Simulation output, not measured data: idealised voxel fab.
Herein follows the process module entitled voxel wiring stack.
Each square cell in cross-section cut measures 5 nm, and the section as a whole is 280 nm wide.
Format of a cross-section: grid, square cells. Given as bands. Order: top down. Band: one or more rows of cells. Quick guide to a band line: top height, bottom height (nm) up front; then every material left to right with its width in nm. Only one material and it's marked "throughout"? Then it fills the band edge to edge. And "blank" just means empty space. We count height from 0. Below that, the starting wafer is all one material. The lowest band never ends at the bottom but goes on down; see "0 down" for how that is written. The expression "30..40" gives the width at the extremes of the band, the first number at its top row of cells and the second at its bottom row, with the width changing by equal amounts from each row to the next in between. Any step labelled "remained the same" changed none of the cells in the cross-section. The label "Sealed void inventory" introduces a list of the empty spaces, 8 cells or larger, that have no open way up to the top; each entry in it reads width x height at distance, where the distance is taken from the left edge and all three are stated in nm. Where a step's line continues beyond its settings, the continuation is a remark by the simulator itself on that step. overlay nm: on a step with a mask, how far right of its planned place the mask lay; negative means left.

These are the steps we planned for the process
1. RECEIVE: material Si
2. CONFORMAL_DEP: material SiO2, thk nm 10
3. DIRECTIONAL_DEP: material TiN, thk nm 5
4. DIRECTIONAL_DEP: material Ru, thk nm 20
5. PATTERN: tone cover, mask id METAL_1, material resist, width nm 20, pitch nm 40, thk nm 20, overlay nm 0
6. DIRECTIONAL_ETCH: etch materials Ru, depth nm 20
7. DIRECTIONAL_ETCH: etch materials TiN, depth nm 5
8. STRIP: etch materials resist
9. FILL_DEP: material SiO2, thk nm 10
10. CMP: height nm 35
11. CONFORMAL_DEP: material SiCN, thk nm 5
12. DIRECTIONAL_DEP: material lowk, thk nm 10
13. MASKED_ETCH: tone open, mask id PLUG_1, width nm 15, etch materials lowk, depth nm 10, overlay nm -15
14. MASKED_ETCH: tone open, mask id PLUG_1, width nm 15, etch materials SiCN, depth nm 5, overlay nm 0
15. CONFORMAL_DEP: material TiN, thk nm 5
16. FILL_DEP: material Ru, thk nm 10
17. CMP: height nm 50
18. CONFORMAL_DEP: material SiCN, thk nm 5
19. DIRECTIONAL_DEP: material SiO2, thk nm 15
20. MASKED_ETCH: tone open, mask id METAL_2, width nm 20, pitch nm 40, etch materials SiO2, depth nm 15, overlay nm 0
21. MASKED_ETCH: tone open, mask id METAL_2, width nm 20, pitch nm 40, etch materials SiCN, depth nm 5, overlay nm 0
22. CONFORMAL_DEP: material TiN, thk nm 5
23. FILL_DEP: material Ru, thk nm 10
24. CMP: height nm 70
25. EPI: material Ru, thk nm 5
26. FILL_DEP: material SiCN, thk nm 5
All wafers enter the flow in the same state. The overlay nm at step 13 differs from wafer to wafer, and the plan gives the value for the first wafer.

Cross-section of the first of several wafers on receipt, reflecting completion of step 1
    0 down = Si throughout
    Sealed void inventory: none

Shown in cross-section: the first of several wafers at the end of the module, after its last step, step 26
    80 to 75 = SiCN throughout
    75 to 70 = 105 SiCN, then 30 Ru, then 10 SiCN, then 30 Ru, then 105 SiCN
    70 to 55 = 110 SiO2, then 5 TiN, then 10 Ru, then 5 TiN, then 20 SiO2, then 5 TiN, then 10 Ru, then 5 TiN, then 110 SiO2
    55 to 50 = 110 SiCN, then 20 TiN, then 20 SiCN, then 20 TiN, then 110 SiCN
    50 to 45 = 95 lowk, then 5 TiN, then 5 Ru, then 5 TiN, then 170 lowk
    45 to 40 = 95 lowk, then 15 TiN, then 170 lowk
    40 to 35 = SiCN throughout
    35 to 15 = 110 SiO2, then 20 Ru, then 20 SiO2, then 20 Ru, then 110 SiO2
    15 to 10 = 110 SiO2, then 20 TiN, then 20 SiO2, then 20 TiN, then 110 SiO2
    10 to 0 = SiO2 throughout
    0 down = Si throughout
    Sealed void inventory: none

Last wafer x-sec, end of module
    80 to 75 = SiCN throughout
    75 to 70 = 105 SiCN, then 30 Ru, then 10 SiCN, then 30 Ru, then 105 SiCN
    70 to 55 = 110 SiO2, then 5 TiN, then 10 Ru, then 5 TiN, then 20 SiO2, then 5 TiN, then 10 Ru, then 5 TiN, then 110 SiO2
    55 to 50 = 110 SiCN, then 20 TiN, then 20 SiCN, then 20 TiN, then 110 SiCN
    50 to 45 = 125 lowk, then 5 TiN, then 5 Ru, then 5 TiN, then 140 lowk
    45 to 40 = 125 lowk, then 15 TiN, then 140 lowk
    40 to 35 = SiCN throughout
    35 to 15 = 110 SiO2, then 20 Ru, then 20 SiO2, then 20 Ru, then 110 SiO2
    15 to 10 = 110 SiO2, then 20 TiN, then 20 SiO2, then 20 TiN, then 110 SiO2
    10 to 0 = SiO2 throughout
    0 down = Si throughout
    Sealed void inventory: none

So in this table every wafer gets its own row, and what you see is where it stands at the end of the module: for each material, how many cells it picked up (+) or gave up (-) since we received it, and after that its closed voids
overlay nm -15; +57 Ru; +204 SiCN; +496 SiO2; +33 TiN; +106 lowk; Sealed void inventory: none
overlay nm -10; +57 Ru; +203 SiCN; +496 SiO2; +34 TiN; +106 lowk; Sealed void inventory: none
overlay nm -5; +57 Ru; +202 SiCN; +496 SiO2; +35 TiN; +106 lowk; Sealed void inventory: none
overlay nm 0; +58 Ru; +201 SiCN; +496 SiO2; +35 TiN; +106 lowk; Sealed void inventory: none
overlay nm 5; +57 Ru; +202 SiCN; +496 SiO2; +35 TiN; +106 lowk; Sealed void inventory: none
overlay nm 10; +57 Ru; +203 SiCN; +496 SiO2; +34 TiN; +106 lowk; Sealed void inventory: none
overlay nm 15; +57 Ru; +204 SiCN; +496 SiO2; +33 TiN; +106 lowk; Sealed void inventory: none
